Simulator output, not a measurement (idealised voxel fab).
Process module heading - voxel self aligned contacts
Section shown: cut. Width: 215 nm. Cell size: 5 nm, square.
Notation: cross-section as square-cell grid; stated in bands, top first, going down; one or more cell rows per band. Band: top height; bottom height; in nm. Then, left to right: material with width in nm, for each material. "edge to edge": a single material spanning edge to edge. "air": empty space. Ref level 0: as-received wafer is one material below here. Bottom band extends down with no lower bound ("0 -> down"). Width "30->40": first value at the band's top row of cells, second value at its bottom row, equal change from row to row. For the purposes of this document, the phrase "changes: none" attached to a step denotes that no cell within the cross-section was modified by that step. "Trapped voids": sealed empty spaces, 8 cells or more, no open way to top, listed width x height at distance, with distance from the left edge and width, height and distance in nm. Post-settings text on a step line: simulator's own remark regarding the step. Steps that use a mask can have "overlay nm" on their line. It says how far the mask sat to the right of where it was meant to be. Negative means to the left.
Steps planned for the process
1: RECEIVE (material Si)
2: OXIDIZE (depth nm 5)
3: DIRECTIONAL_DEP (material polySi; thk nm 25)
4: DIRECTIONAL_DEP (material SiN; thk nm 15)
5: DIRECTIONAL_DEP (material aC; thk nm 10)
6: PATTERN (tone cover; mask id GATE; material resist; width nm 25; pitch nm 50; thk nm 30; overlay nm 0)
7: DIRECTIONAL_ETCH (etch materials aC; depth nm 10)
8: STRIP (etch materials resist)
9: DIRECTIONAL_ETCH (etch materials SiN; depth nm 20)
10: DIRECTIONAL_ETCH (etch materials polySi; depth nm 25)
11: STRIP (etch materials aC)
12: CONFORMAL_DEP (material SiN; thk nm 5)
13: DIRECTIONAL_ETCH (etch materials SiN; depth nm 5)
14: FILL_DEP (material SiO2; thk nm 10)
15: CMP (height nm 50)
16: MASKED_ETCH (tone open; mask id CONTACT; width nm 35; etch materials SiO2; depth nm 55; overlay nm 0)
17: CONFORMAL_DEP (material TiN; thk nm 5)
18: FILL_DEP (material Ru; thk nm 5)
19: CMP (height nm 50)
20: CONFORMAL_DEP (material SiN; thk nm 5)
Be aware that, although all wafers share a common starting state, the thk nm at step 4 differs among them, and the plan displays the first wafer's value.
First wafer of several, as received: cross-section after step 1
	0 -> down = Si edge to edge
	Trapped voids: none
Rows = wafers. At module end, each row lists per material the cells gained (+) or lost (-) since the wafer was received, then the closed voids
thk nm 15; +14 Ru; -43 Si; +105 SiN; +320 SiO2; +27 TiN; +50 polySi; Trapped voids: none
thk nm 20; +10 Ru; -43 Si; +119 SiN; +310 SiO2; +27 TiN; +50 polySi; Trapped voids: none
thk nm 25; +3 Ru; -43 Si; +142 SiN; +147 SiO2; +9 TiN; +215 polySi; Trapped voids: none
thk nm 30; +2 Ru; -43 Si; +171 SiN; +121 SiO2; +7 TiN; +215 polySi; Trapped voids: none
thk nm 35; +1 Ru; -43 Si; +200 SiN; +95 SiO2; +5 TiN; +215 polySi; Trapped voids: none
